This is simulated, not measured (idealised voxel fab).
Process module in this document: voxel self aligned vias
cross-section cut | 230 nm wide | cells 5 nm
When this document writes out a cross-section, it uses a grid of square cells and lists it as bands, beginning at the top and moving down, with a band standing for one or more rows of cells. Top, bottom (nm), then materials left to right with widths (nm); lone material tagged "everywhere" fills the whole band edge to edge; "blank" = empty space. Below 0: as-received wafer, all one material; heights counted from there. Lowest band: no bottom, goes on down, written "0 down". Width "30..40": first value at the band's top row of cells, second value at its bottom row, equal change from row to row. Where the words "nothing different" appear for a step, the cross-section shows no cell changed by that step; every cell remained as before. The label "Fully sealed voids" introduces a list of the empty spaces, 8 cells or larger, that have no open way up to the top; each entry in it reads width x height at distance, where the distance is taken from the left edge and all three are stated in nm. Read whatever lies past the settings on a step's line as the simulator's own remark about the step. "overlay nm" on a masked step: distance the mask lay right of its planned place, negative for left. Read each pair as before and after one process step. The after cross-section shows only down to the lowest band that changed. The step between them and its settings are given below the pair. Pairs can come from different runs of this module on the same starting wafer. A pair continues from the pair above only where its "Pre-step view" entry says so.
Pre-step view:
  95 to 70  40 of resist, 35 of blank, 20 of resist, 35 of blank, 20 of resist, 35 of blank, 45 of resist
  70 to 60  aC everywhere
  60 to 45  SiO2 everywhere
  45 to 35  45 of SiO2, 25 of SiN, 30 of SiO2, 25 of SiN, 30 of SiO2, 25 of SiN, 50 of SiO2
  35 to 20  45 of SiO2, 5 of SiN, 15 of W, 5 of SiN, 30 of SiO2, 5 of SiN, 15 of W, 5 of SiN, 30 of SiO2, 5 of SiN, 15 of W, 5 of SiN, 50 of SiO2
  20 to 15  45 of SiO2, 25 of SiN, 30 of SiO2, 25 of SiN, 30 of SiO2, 25 of SiN, 50 of SiO2
  15 to 10  SiCN everywhere
  10 to 0  SiO2 everywhere
  0 down  Si everywhere
  Fully sealed voids: none
State After Step:
  85 to 70  40 of resist, 35 of blank, 20 of resist, 35 of blank, 20 of resist, 35 of blank, 45 of resist
  70 to 60  40 of aC, 35 of blank, 20 of aC, 35 of blank, 20 of aC, 35 of blank, 45 of aC
  Everything below 60 is unchanged.
  Fully sealed voids: none
Step applied between the pre-step and post-step cross-sections shown above: DIRECTIONAL_ETCH [etch materials aC] [depth nm 10]
Pre-step view: Please consult the pair immediately above; the cross-section it shows after its step is the state before this step.
State After Step:
  70 to 60  40 of aC, 35 of blank, 20 of aC, 35 of blank, 20 of aC, 35 of blank, 45 of aC
  Everything below 60 is unchanged.
  Fully sealed voids: none
Step applied between the pre-step and post-step cross-sections shown above: STRIP [etch materials resist]
Pre-step view: Please consult the pair immediately above; the cross-section it shows after its step is the state before this step.
State After Step:
  70 to 60  40 of aC, 35 of blank, 20 of aC, 35 of blank, 20 of aC, 35 of blank, 45 of aC
  60 to 45  40 of SiO2, 35 of blank, 20 of SiO2, 35 of blank, 20 of SiO2, 35 of blank, 45 of SiO2
  Everything below 45 is unchanged.
  Fully sealed voids: none
Step applied between the pre-step and post-step cross-sections shown above: DIRECTIONAL_ETCH [etch materials SiO2] [depth nm 15]
Pre-step view: Please consult the pair immediately above; the cross-section it shows after its step is the state before this step.
State After Step:
  70 to 60  40 of aC, 35 of blank, 20 of aC, 35 of blank, 20 of aC, 35 of blank, 45 of aC
  60 to 45  40 of SiO2, 35 of blank, 20 of SiO2, 35 of blank, 20 of SiO2, 35 of blank, 45 of SiO2
  45 to 35  45 of SiO2, 25 of blank, 30 of SiO2, 25 of blank, 30 of SiO2, 25 of blank, 50 of SiO2
  Everything below 35 is unchanged.
  Fully sealed voids: none
Step applied between the pre-step and post-step cross-sections shown above: DIRECTIONAL_ETCH [etch materials SiN] [depth nm 10]
Pre-step view: Please consult the pair immediately above; the cross-section it shows after its step is the state before this step.
State After Step:
  60 to 45  40 of SiO2, 35 of blank, 20 of SiO2, 35 of blank, 20 of SiO2, 35 of blank, 45 of SiO2
  Everything below 45 is unchanged.
  Fully sealed voids: none
Step applied between the pre-step and post-step cross-sections shown above: STRIP [etch materials aC]
Pre-step view: Please consult the pair immediately above; the cross-section it shows after its step is the state before this step.
State After Step:
  65 to 60  45 of TiN, 25 of blank, 30 of TiN, 25 of blank, 30 of TiN, 25 of blank, 50 of TiN
  60 to 50  40 of SiO2, 5 of TiN, 25 of blank, 5 of TiN, 20 of SiO2, 5 of TiN, 25 of blank, 5 of TiN, 20 of SiO2, 5 of TiN, 25 of blank, 5 of TiN, 45 of SiO2
  50 to 40  40..45 of SiO2, 10..5 of TiN, 15 of blank, 10..5 of TiN, 20..30 of SiO2, 10..5 of TiN, 15 of blank, 10..5 of TiN, 20..30 of SiO2, 10..5 of TiN, 15 of blank, 10..5 of TiN, 45..50 of SiO2
  40 to 35  45 of SiO2, 25 of TiN, 30 of SiO2, 25 of TiN, 30 of SiO2, 25 of TiN, 50 of SiO2
  Everything below 35 is unchanged.
  Fully sealed voids: none
Step applied between the pre-step and post-step cross-sections shown above: CONFORMAL_DEP [material TiN] [thk nm 5]
Pre-step view: Please consult the pair immediately above; the cross-section it shows after its step is the state before this step.
State After Step:
  70 to 65  Ru everywhere
  65 to 60  45 of TiN, 25 of Ru, 30 of TiN, 25 of Ru, 30 of TiN, 25 of Ru, 50 of TiN
  60 to 50  40 of SiO2, 5 of TiN, 25 of Ru, 5 of TiN, 20 of SiO2, 5 of TiN, 25 of Ru, 5 of TiN, 20 of SiO2, 5 of TiN, 25 of Ru, 5 of TiN, 45 of SiO2
  50 to 40  40..45 of SiO2, 10..5 of TiN, 15 of Ru, 10..5 of TiN, 20..30 of SiO2, 10..5 of TiN, 15 of Ru, 10..5 of TiN, 20..30 of SiO2, 10..5 of TiN, 15 of Ru, 10..5 of TiN, 45..50 of SiO2
  Everything below 40 is unchanged.
  Fully sealed voids: none
Step applied between the pre-step and post-step cross-sections shown above: FILL_DEP [material Ru] [thk nm 5]
Pre-step view: Please consult the pair immediately above; the cross-section it shows after its step is the state before this step.
State After Step:
  60 to 50  40 of SiO2, 5 of TiN, 25 of Ru, 5 of TiN, 20 of SiO2, 5 of TiN, 25 of Ru, 5 of TiN, 20 of SiO2, 5 of TiN, 25 of Ru, 5 of TiN, 45 of SiO2
  Everything below 50 is unchanged.
  Fully sealed voids: none
Step applied between the pre-step and post-step cross-sections shown above: CMP [height nm 60]
Pre-step view: Please consult the pair immediately above; the cross-section it shows after its step is the state before this step.
State After Step:
  65 to 60  SiCN everywhere
  Everything below 60 is unchanged.
  Fully sealed voids: none
Step applied between the pre-step and post-step cross-sections shown above: CONFORMAL_DEP [material SiCN] [thk nm 5]
Pre-step view:
  60 to 45  aC everywhere
  45 to 15  SiO2 everywhere
  15 to 10  SiCN everywhere
  10 to 0  SiO2 everywhere
  0 down  Si everywhere
  Fully sealed voids: none
State After Step:
  90 to 60  45 of blank, 25 of resist, 30 of blank, 25 of resist, 30 of blank, 25 of resist, 50 of blank
  Everything below 60 is unchanged.
  Fully sealed voids: none
Step applied between the pre-step and post-step cross-sections shown above: PATTERN [tone cover] [mask id LINES] [material resist] [width nm 25] [pitch nm 55] [thk nm 30] [overlay nm 0]
Pre-step view: Please consult the pair immediately above; the cross-section it shows after its step is the state before this step.
State After Step:
  75 to 60  45 of blank, 25 of resist, 30 of blank, 25 of resist, 30 of blank, 25 of resist, 50 of blank
  60 to 45  45 of blank, 25 of aC, 30 of blank, 25 of aC, 30 of blank, 25 of aC, 50 of blank
  Everything below 45 is unchanged.
  Fully sealed voids: none
Step applied between the pre-step and post-step cross-sections shown above: DIRECTIONAL_ETCH [etch materials aC] [depth nm 15]
Pre-step view: Please consult the pair immediately above; the cross-section it shows after its step is the state before this step.
State After Step:
  60 to 45  45 of blank, 25 of aC, 30 of blank, 25 of aC, 30 of blank, 25 of aC, 50 of blank
  Everything below 45 is unchanged.
  Fully sealed voids: none
Step applied between the pre-step and post-step cross-sections shown above: STRIP [etch materials resist]
Pre-step view: Please consult the pair immediately above; the cross-section it shows after its step is the state before this step.
State After Step:
  60 to 45  45 of blank, 25 of aC, 30 of blank, 25 of aC, 30 of blank, 25 of aC, 50 of blank
  45 to 15  45 of blank, 25 of SiO2, 30 of blank, 25 of SiO2, 30 of blank, 25 of SiO2, 50 of blank
  Everything below 15 is unchanged.
  Fully sealed voids: none
Step applied between the pre-step and post-step cross-sections shown above: DIRECTIONAL_ETCH [etch materials SiO2] [depth nm 30]
Pre-step view: Please consult the pair immediately above; the cross-section it shows after its step is the state before this step.
State After Step:
  45 to 15  45 of blank, 25 of SiO2, 30 of blank, 25 of SiO2, 30 of blank, 25 of SiO2, 50 of blank
  Everything below 15 is unchanged.
  Fully sealed voids: none
Step applied between the pre-step and post-step cross-sections shown above: STRIP [etch materials aC]
Pre-step view: Please consult the pair immediately above; the cross-section it shows after its step is the state before this step.
State After Step:
  50 to 45  40 of blank, 35 of TiN, 20 of blank, 35 of TiN, 20 of blank, 35 of TiN, 45 of blank
  45 to 20  40 of blank, 5 of TiN, 25 of SiO2, 5 of TiN, 20 of blank, 5 of TiN, 25 of SiO2, 5 of TiN, 20 of blank, 5 of TiN, 25 of SiO2, 5 of TiN, 45 of blank
  20 to 15  45 of TiN, 25 of SiO2, 30 of TiN, 25 of SiO2, 30 of TiN, 25 of SiO2, 50 of TiN
  Everything below 15 is unchanged.
  Fully sealed voids: none
Step applied between the pre-step and post-step cross-sections shown above: CONFORMAL_DEP [material TiN] [thk nm 5]
Pre-step view: Please consult the pair immediately above; the cross-section it shows after its step is the state before this step.
State After Step:
  55 to 50  W everywhere
  50 to 45  40 of W, 35 of TiN, 20 of W, 35 of TiN, 20 of W, 35 of TiN, 45 of W
  45 to 20  40 of W, 5 of TiN, 25 of SiO2, 5 of TiN, 20 of W, 5 of TiN, 25 of SiO2, 5 of TiN, 20 of W, 5 of TiN, 25 of SiO2, 5 of TiN, 45 of W
  Everything below 20 is unchanged.
  Fully sealed voids: none
Step applied between the pre-step and post-step cross-sections shown above: FILL_DEP [material W] [thk nm 5]
Pre-step view: Please consult the pair immediately above; the cross-section it shows after its step is the state before this step.
State After Step:
  45 to 20  40 of W, 5 of TiN, 25 of SiO2, 5 of TiN, 20 of W, 5 of TiN, 25 of SiO2, 5 of TiN, 20 of W, 5 of TiN, 25 of SiO2, 5 of TiN, 45 of W
  Everything below 20 is unchanged.
  Fully sealed voids: none
Step applied between the pre-step and post-step cross-sections shown above: CMP [height nm 45]
Pre-step view: Please consult the pair immediately above; the cross-section it shows after its step is the state before this step.
State After Step:
  45 to 35  45 of blank, 25 of SiO2, 30 of blank, 25 of SiO2, 30 of blank, 25 of SiO2, 50 of blank
  Everything below 35 is unchanged.
  Fully sealed voids: none
Step applied between the pre-step and post-step cross-sections shown above: SELECTIVE_ETCH [etch materials W Ru TiN] [depth nm 10]
Pre-step view: Please consult the pair immediately above; the cross-section it shows after its step is the state before this step.
State After Step:
  50 to 45  SiN everywhere
  45 to 35  45 of SiN, 25 of SiO2, 30 of SiN, 25 of SiO2, 30 of SiN, 25 of SiO2, 50 of SiN
  Everything below 35 is unchanged.
  Fully sealed voids: none
Step applied between the pre-step and post-step cross-sections shown above: FILL_DEP [material SiN] [thk nm 5]
Pre-step view: Please consult the pair immediately above; the cross-section it shows after its step is the state before this step.
State After Step:
  45 to 35  45 of SiN, 25 of SiO2, 30 of SiN, 25 of SiO2, 30 of SiN, 25 of SiO2, 50 of SiN
  Everything below 35 is unchanged.
  Fully sealed voids: none
Step applied between the pre-step and post-step cross-sections shown above: CMP [height nm 45]
Pre-step view: Please consult the pair immediately above; the cross-section it shows after its step is the state before this step.
State After Step:
  60 to 45  SiO2 everywhere
  Everything below 45 is unchanged.
  Fully sealed voids: none
Step applied between the pre-step and post-step cross-sections shown above: DIRECTIONAL_DEP [material SiO2] [thk nm 15]
Pre-step view: Please consult the pair immediately above; the cross-section it shows after its step is the state before this step.
State After Step:
  70 to 60  aC everywhere
  Everything below 60 is unchanged.
  Fully sealed voids: none
Step applied between the pre-step and post-step cross-sections shown above: DIRECTIONAL_DEP [material aC] [thk nm 10]
Pre-step view: Please consult the pair immediately above; the cross-section it shows after its step is the state before this step.
State After Step:
  95 to 70  40 of resist, 35 of blank, 20 of resist, 35 of blank, 20 of resist, 35 of blank, 45 of resist
  Everything below 70 is unchanged.
  Fully sealed voids: none
Step applied between the pre-step and post-step cross-sections shown above: PATTERN [tone open] [mask id VIAS] [material resist] [width nm 35] [pitch nm 55] [thk nm 25] [overlay nm 0]
Pre-step view: Please consult the pair immediately above; the cross-section it shows after its step is the state before this step.
State After Step:
  85 to 70  40 of resist, 35 of blank, 20 of resist, 35 of blank, 20 of resist, 35 of blank, 45 of resist
  70 to 60  40 of aC, 35 of blank, 20 of aC, 35 of blank, 20 of aC, 35 of blank, 45 of aC
  Everything below 60 is unchanged.
  Fully sealed voids: none
Step applied between the pre-step and post-step cross-sections shown above: DIRECTIONAL_ETCH [etch materials aC] [depth nm 10]
Pre-step view: Please consult the pair immediately above; the cross-section it shows after its step is the state before this step.
State After Step:
  70 to 60  40 of aC, 35 of blank, 20 of aC, 35 of blank, 20 of aC, 35 of blank, 45 of aC
  Everything below 60 is unchanged.
  Fully sealed voids: none
Step applied between the pre-step and post-step cross-sections shown above: STRIP [etch materials resist]
Pre-step view: Please consult the pair immediately above; the cross-section it shows after its step is the state before this step.
State After Step:
  70 to 60  40 of aC, 35 of blank, 20 of aC, 35 of blank, 20 of aC, 35 of blank, 45 of aC
  60 to 45  40 of SiO2, 35 of blank, 20 of SiO2, 35 of blank, 20 of SiO2, 35 of blank, 45 of SiO2
  Everything below 45 is unchanged.
  Fully sealed voids: none
Step applied between the pre-step and post-step cross-sections shown above: DIRECTIONAL_ETCH [etch materials SiO2] [depth nm 15]
Pre-step view: Please consult the pair immediately above; the cross-section it shows after its step is the state before this step.
State After Step:
  70 to 60  40 of aC, 35 of blank, 20 of aC, 35 of blank, 20 of aC, 35 of blank, 45 of aC
  60 to 45  40 of SiO2, 35 of blank, 20 of SiO2, 35 of blank, 20 of SiO2, 35 of blank, 45 of SiO2
  45 to 35  40 of SiN, 5 of blank, 25 of SiO2, 5 of blank, 20 of SiN, 5 of blank, 25 of SiO2, 5 of blank, 20 of SiN, 5 of blank, 25 of SiO2, 5 of blank, 45 of SiN
  Everything below 35 is unchanged.
  Fully sealed voids: none
Step applied between the pre-step and post-step cross-sections shown above: DIRECTIONAL_ETCH [etch materials SiN] [depth nm 10]
Pre-step view: Please consult the pair immediately above; the cross-section it shows after its step is the state before this step.
State After Step:
  60 to 45  40 of SiO2, 35 of blank, 20 of SiO2, 35 of blank, 20 of SiO2, 35 of blank, 45 of SiO2
  Everything below 45 is unchanged.
  Fully sealed voids: none
Step applied between the pre-step and post-step cross-sections shown above: STRIP [etch materials aC]
Pre-step view: Please consult the pair immediately above; the cross-section it shows after its step is the state before this step.
State After Step:
  65 to 60  45 of TiN, 25 of blank, 30 of TiN, 25 of blank, 30 of TiN, 25 of blank, 50 of TiN
  60 to 50  40 of SiO2, 5 of TiN, 25 of blank, 5 of TiN, 20 of SiO2, 5 of TiN, 25 of blank, 5 of TiN, 20 of SiO2, 5 of TiN, 25 of blank, 5 of TiN, 45 of SiO2
  50 to 45  40 of SiO2, 35 of TiN, 20 of SiO2, 35 of TiN, 20 of SiO2, 35 of TiN, 45 of SiO2
  45 to 35  40 of SiN, 5 of TiN, 25 of SiO2, 5 of TiN, 20 of SiN, 5 of TiN, 25 of SiO2, 5 of TiN, 20 of SiN, 5 of TiN, 25 of SiO2, 5 of TiN, 45 of SiN
  Everything below 35 is unchanged.
  Fully sealed voids: none
Step applied between the pre-step and post-step cross-sections shown above: CONFORMAL_DEP [material TiN] [thk nm 5]
Pre-step view: Please consult the pair immediately above; the cross-section it shows after its step is the state before this step.
State After Step:
  70 to 65  Ru everywhere
  65 to 60  45 of TiN, 25 of Ru, 30 of TiN, 25 of Ru, 30 of TiN, 25 of Ru, 50 of TiN
  60 to 50  40 of SiO2, 5 of TiN, 25 of Ru, 5 of TiN, 20 of SiO2, 5 of TiN, 25 of Ru, 5 of TiN, 20 of SiO2, 5 of TiN, 25 of Ru, 5 of TiN, 45 of SiO2
  Everything below 50 is unchanged.
  Fully sealed voids: none
Step applied between the pre-step and post-step cross-sections shown above: FILL_DEP [material Ru] [thk nm 5]
Pre-step view: Please consult the pair immediately above; the cross-section it shows after its step is the state before this step.
State After Step:
  60 to 50  40 of SiO2, 5 of TiN, 25 of Ru, 5 of TiN, 20 of SiO2, 5 of TiN, 25 of Ru, 5 of TiN, 20 of SiO2, 5 of TiN, 25 of Ru, 5 of TiN, 45 of SiO2
  Everything below 50 is unchanged.
  Fully sealed voids: none
Step applied between the pre-step and post-step cross-sections shown above: CMP [height nm 60]
Pre-step view: Please consult the pair immediately above; the cross-section it shows after its step is the state before this step.
State After Step:
  65 to 60  SiCN everywhere
  Everything below 60 is unchanged.
  Fully sealed voids: none
Step applied between the pre-step and post-step cross-sections shown above: CONFORMAL_DEP [material SiCN] [thk nm 5]
